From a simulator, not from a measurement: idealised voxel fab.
This is a process module. Its name is voxel self aligned contacts.
Cross-sectional view cut (width: 300 nm; square cell size: 5 nm).
When this document writes out a cross-section, it uses a grid of square cells and lists it as bands, beginning at the top and moving down, with a band standing for one or more rows of cells. Heads up on the band format: heights come first, top then bottom, in nm. After that it's the materials left to right, each with its width in nm. A single material flagged "all across" fills the whole band edge to edge, and "air" means there's empty space there. We count height from 0. Below that, the starting wafer is all one material. The lowest band never ends at the bottom but goes on down; see "0 nm and below" for how that is written. A width given as "30 to 40" starts at the first number in the band's top row and ends at the second number in its bottom row, shifting by an equal amount at every step from row to row. Basically "remains unaltered" means that step didn't change any cell in the cross-section. Enclosed voids (no open way to top), threshold 8 cells or more, entry "Enclosed void catalog", notation width x height at distance, distance from left edge, nm. If you see something after the settings on a step's line, that's the simulator's own remark about that step. Regarding "overlay nm": on a step with a mask, it is the distance the mask lay to the right of its planned place; a negative value places it to the left.

**Process steps - plan**
1: RECEIVE | material Si
2: CONFORMAL_DEP | material SiO2 | thk nm 5
3: DIRECTIONAL_DEP | material polySi | thk nm 20
4: DIRECTIONAL_DEP | material SiN | thk nm 15
5: PATTERN | tone cover | mask id GATE | material resist | width nm 25 | pitch nm 60 | thk nm 15 | overlay nm 0
6: DIRECTIONAL_ETCH | etch materials SiN | depth nm 15
7: DIRECTIONAL_ETCH | etch materials polySi | depth nm 20
8: STRIP | etch materials resist
9: CONFORMAL_DEP | material SiN | thk nm 5
10: DIRECTIONAL_ETCH | etch materials SiN | depth nm 5
11: FILL_DEP | material SiO2 | thk nm 15
12: CMP | height nm 50
13: PATTERN | tone open | mask id CONTACT | material resist | width nm 45 | pitch nm 60 | thk nm 15 | overlay nm 0
14: DIRECTIONAL_ETCH | etch materials SiO2 | depth nm 50
15: STRIP | etch materials resist
16: CONFORMAL_DEP | material TiN | thk nm 5
17: FILL_DEP | material W | thk nm 10
18: CMP | height nm 50
19: CONFORMAL_DEP | material SiCN | thk nm 5

**Incoming wafer, cross-sectional view, post step 1**
> 0 nm and below = Si all across
> Enclosed void catalog: none

**First of two wafers, end-of-module section, run followed plan**
> 55 nm to 50 nm = SiCN all across
> 50 nm to 40 nm = SiO2 95 nm; TiN 5 to 15 nm; W 35 to 15 nm; TiN 5 to 15 nm; SiO2 15 nm; TiN 5 to 15 nm; W 35 to 15 nm; TiN 5 to 15 nm; SiO2 100 nm
> 40 nm to 25 nm = SiO2 70 nm; SiN 35 nm; TiN 5 nm; W 15 nm; TiN 5 nm; SiN 35 nm; TiN 5 nm; W 15 nm; TiN 5 nm; SiN 35 nm; SiO2 75 nm
> 25 nm to 5 nm = SiO2 70 nm; SiN 5 nm; polySi 25 nm; SiN 5 nm; TiN 5 nm; W 15 nm; TiN 5 nm; SiN 5 nm; polySi 25 nm; SiN 5 nm; TiN 5 nm; W 15 nm; TiN 5 nm; SiN 5 nm; polySi 25 nm; SiN 5 nm; SiO2 75 nm
> 5 nm to 0 nm = SiO2 105 nm; TiN 25 nm; SiO2 35 nm; TiN 25 nm; SiO2 110 nm
> 0 nm and below = Si all across
> Enclosed void catalog: none

**Cross-sectional image of the second wafer of the two following completion of the module. Starting state and process plan were the same as for the first wafer; one execution error occurred**
> 55 nm to 50 nm = SiCN all across
> 50 nm to 45 nm = SiO2 70 nm; SiN 35 nm; TiN 5 nm; W 15 nm; TiN 5 nm; SiN 35 nm; TiN 5 nm; W 15 nm; TiN 5 nm; SiN 35 nm; SiO2 75 nm
> 45 nm to 40 nm = SiO2 70 nm; SiN 35 nm; TiN 25 nm; SiN 35 nm; TiN 25 nm; SiN 35 nm; SiO2 75 nm
> 40 nm to 25 nm = SiN all across
> 25 nm to 5 nm = polySi all across
> 5 nm to 0 nm = SiO2 all across
> 0 nm and below = Si all across
> Enclosed void catalog: none
Deviation noted in wafer processing: in the plan, step 4 was performed twice
Bottom line after processing is that, in cells, the second wafer is up or down on some materials versus the first: SiN: 135 more | SiO2: 219 fewer | TiN: 40 fewer | W: 56 fewer | polySi: 180 more
